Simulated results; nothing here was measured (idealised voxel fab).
process module | voxel double patterning
cross-section cut | 265 nm wide | cells 5 nm
A cross-section is a grid of square cells, given in bands from the top down. A band is one or more rows of cells.
Each band's line starts with the height of the band's top and of its bottom, in nm. Then come its materials from left to right, each with its width in nm. One material with "throughout" fills the band from edge to edge. "air" is empty space.
Height 0 is the level under which the wafer as received is all one material. The lowest band goes on downwards, as in "0 down".
A width such as "30 to 40" changes by the same amount from each row of cells to the next, from the band's top row to its bottom row.
"no change" after a step means that no cell of the cross-section changed.
closed voids: empty space of 8 cells or more with no open way to the top, each as width x height at its distance from the left edge, in nm
after a step's settings: what the simulator itself notes on the step
overlay nm, on a step with a mask: how far to the right of its planned place the mask lay; to the left if negative
plan
1 op RECEIVE | material Si
2 op CONFORMAL_DEP | material SiO2 | thk nm 5
3 op DIRECTIONAL_DEP | material polySi | thk nm 20
4 op DIRECTIONAL_DEP | material SiN | thk nm 5
5 op PATTERN | tone open | mask id FIRST | material resist | width nm 15 | pitch nm 50 | thk nm 15 | overlay nm 0
6 op DIRECTIONAL_ETCH | etch materials SiN | depth nm 5
7 op STRIP | etch materials resist
8 op DIRECTIONAL_DEP | material aC | thk nm 10
9 op PATTERN | tone open | mask id SECOND | material resist | width nm 15 | pitch nm 50 | thk nm 30 | overlay nm 0
10 op DIRECTIONAL_ETCH | etch materials aC | depth nm 10
11 op STRIP | etch materials resist
12 op DIRECTIONAL_ETCH | etch materials SiN | depth nm 5
13 op STRIP | etch materials aC
14 op DIRECTIONAL_ETCH | etch materials polySi | depth nm 20
15 op STRIP | etch materials SiN
first wafer, as planned
as received, after step 1
  0 down: Si throughout
  closed voids: none
after step 2
  5 to 0: SiO2 throughout
  below 0: unchanged
after step 3
  25 to 5: polySi throughout
  below 5: unchanged
after step 4
  30 to 25: SiN throughout
  below 25: unchanged
after step 5
  45 to 30: resist 75 | air 15 | resist 35 | air 15 | resist 35 | air 15 | resist 75
  below 30: unchanged
after step 6
  45 to 30: resist 75 | air 15 | resist 35 | air 15 | resist 35 | air 15 | resist 75
  30 to 25: SiN 75 | air 15 | SiN 35 | air 15 | SiN 35 | air 15 | SiN 75
  below 25: unchanged
after step 7
  30 to 25: SiN 75 | air 15 | SiN 35 | air 15 | SiN 35 | air 15 | SiN 75
  below 25: unchanged
after step 8
  40 to 35: aC 75 | air 15 | aC 35 | air 15 | aC 35 | air 15 | aC 75
  35 to 30: aC throughout
  30 to 25: SiN 75 | aC 15 | SiN 35 | aC 15 | SiN 35 | aC 15 | SiN 75
  below 25: unchanged
after step 9
  70 to 40: resist 100 | air 15 | resist 35 | air 15 | resist 100
  40 to 35: aC 75 | resist 15 | aC 35 | resist 15 | aC 35 | resist 15 | aC 75
  below 35: unchanged
after step 10
  60 to 40: resist 100 | air 15 | resist 35 | air 15 | resist 100
  40 to 35: aC 75 | resist 15 | aC 10 | air 15 | aC 10 | resist 15 | aC 10 | air 15 | aC 10 | resist 15 | aC 75
  35 to 30: aC 100 | air 15 | aC 35 | air 15 | aC 100
  below 30: unchanged
after step 11
  40 to 35: aC 75 | air 15 | aC 10 | air 15 | aC 10 | air 15 | aC 10 | air 15 | aC 10 | air 15 | aC 75
  below 35: unchanged
after step 12
  40 to 35: aC 75 | air 15 | aC 10 | air 15 | aC 10 | air 15 | aC 10 | air 15 | aC 10 | air 15 | aC 75
  35 to 30: aC 100 | air 15 | aC 35 | air 15 | aC 100
  30 to 25: SiN 75 | aC 15 | SiN 10 | air 15 | SiN 10 | aC 15 | SiN 10 | air 15 | SiN 10 | aC 15 | SiN 75
  below 25: unchanged
after step 13
  30 to 25: SiN 75 | air 15 | SiN 10 | air 15 | SiN 10 | air 15 | SiN 10 | air 15 | SiN 10 | air 15 | SiN 75
  below 25: unchanged
after step 14
  30 to 25: SiN 75 | air 15 | SiN 10 | air 15 | SiN 10 | air 15 | SiN 10 | air 15 | SiN 10 | air 15 | SiN 75
  25 to 5: polySi 75 | air 15 | polySi 10 | air 15 | polySi 10 | air 15 | polySi 10 | air 15 | polySi 10 | air 15 | polySi 75
  below 5: unchanged
after step 15
  25 to 5: polySi 75 | air 15 | polySi 10 | air 15 | polySi 10 | air 15 | polySi 10 | air 15 | polySi 10 | air 15 | polySi 75
  below 5: unchanged
second wafer: like start, like plan, one mistake. Through step 2 it matches the first wafer
when step 3 should have ended
  45 to 5: polySi throughout
  below 5: unchanged
when step 4 should have ended
  50 to 45: SiN throughout
  below 45: unchanged
when step 5 should have ended
  65 to 50: resist 75 | air 15 | resist 35 | air 15 | resist 35 | air 15 | resist 75
  below 50: unchanged
when step 6 should have ended
  65 to 50: resist 75 | air 15 | resist 35 | air 15 | resist 35 | air 15 | resist 75
  50 to 45: SiN 75 | air 15 | SiN 35 | air 15 | SiN 35 | air 15 | SiN 75
  below 45: unchanged
when step 7 should have ended
  50 to 45: SiN 75 | air 15 | SiN 35 | air 15 | SiN 35 | air 15 | SiN 75
  below 45: unchanged
when step 8 should have ended
  60 to 55: aC 75 | air 15 | aC 35 | air 15 | aC 35 | air 15 | aC 75
  55 to 50: aC throughout
  50 to 45: SiN 75 | aC 15 | SiN 35 | aC 15 | SiN 35 | aC 15 | SiN 75
  below 45: unchanged
when step 9 should have ended
  90 to 60: resist 100 | air 15 | resist 35 | air 15 | resist 100
  60 to 55: aC 75 | resist 15 | aC 35 | resist 15 | aC 35 | resist 15 | aC 75
  below 55: unchanged
when step 10 should have ended
  80 to 60: resist 100 | air 15 | resist 35 | air 15 | resist 100
  60 to 55: aC 75 | resist 15 | aC 10 | air 15 | aC 10 | resist 15 | aC 10 | air 15 | aC 10 | resist 15 | aC 75
  55 to 50: aC 100 | air 15 | aC 35 | air 15 | aC 100
  below 50: unchanged
when step 11 should have ended
  60 to 55: aC 75 | air 15 | aC 10 | air 15 | aC 10 | air 15 | aC 10 | air 15 | aC 10 | air 15 | aC 75
  below 55: unchanged
when step 12 should have ended
  60 to 55: aC 75 | air 15 | aC 10 | air 15 | aC 10 | air 15 | aC 10 | air 15 | aC 10 | air 15 | aC 75
  55 to 50: aC 100 | air 15 | aC 35 | air 15 | aC 100
  50 to 45: SiN 75 | aC 15 | SiN 10 | air 15 | SiN 10 | aC 15 | SiN 10 | air 15 | SiN 10 | aC 15 | SiN 75
  below 45: unchanged
when step 13 should have ended
  50 to 45: SiN 75 | air 15 | SiN 10 | air 15 | SiN 10 | air 15 | SiN 10 | air 15 | SiN 10 | air 15 | SiN 75
  below 45: unchanged
when step 14 should have ended
  50 to 45: SiN 75 | air 15 | SiN 10 | air 15 | SiN 10 | air 15 | SiN 10 | air 15 | SiN 10 | air 15 | SiN 75
  45 to 25: polySi 75 | air 15 | polySi 10 | air 15 | polySi 10 | air 15 | polySi 10 | air 15 | polySi 10 | air 15 | polySi 75
  below 25: unchanged
when step 15 should have ended
  45 to 25: polySi 75 | air 15 | polySi 10 | air 15 | polySi 10 | air 15 | polySi 10 | air 15 | polySi 10 | air 15 | polySi 75
  below 25: unchanged
what went wrong: step 3 was run twice
at the end the second wafer has, in cells: 212 more of polySi
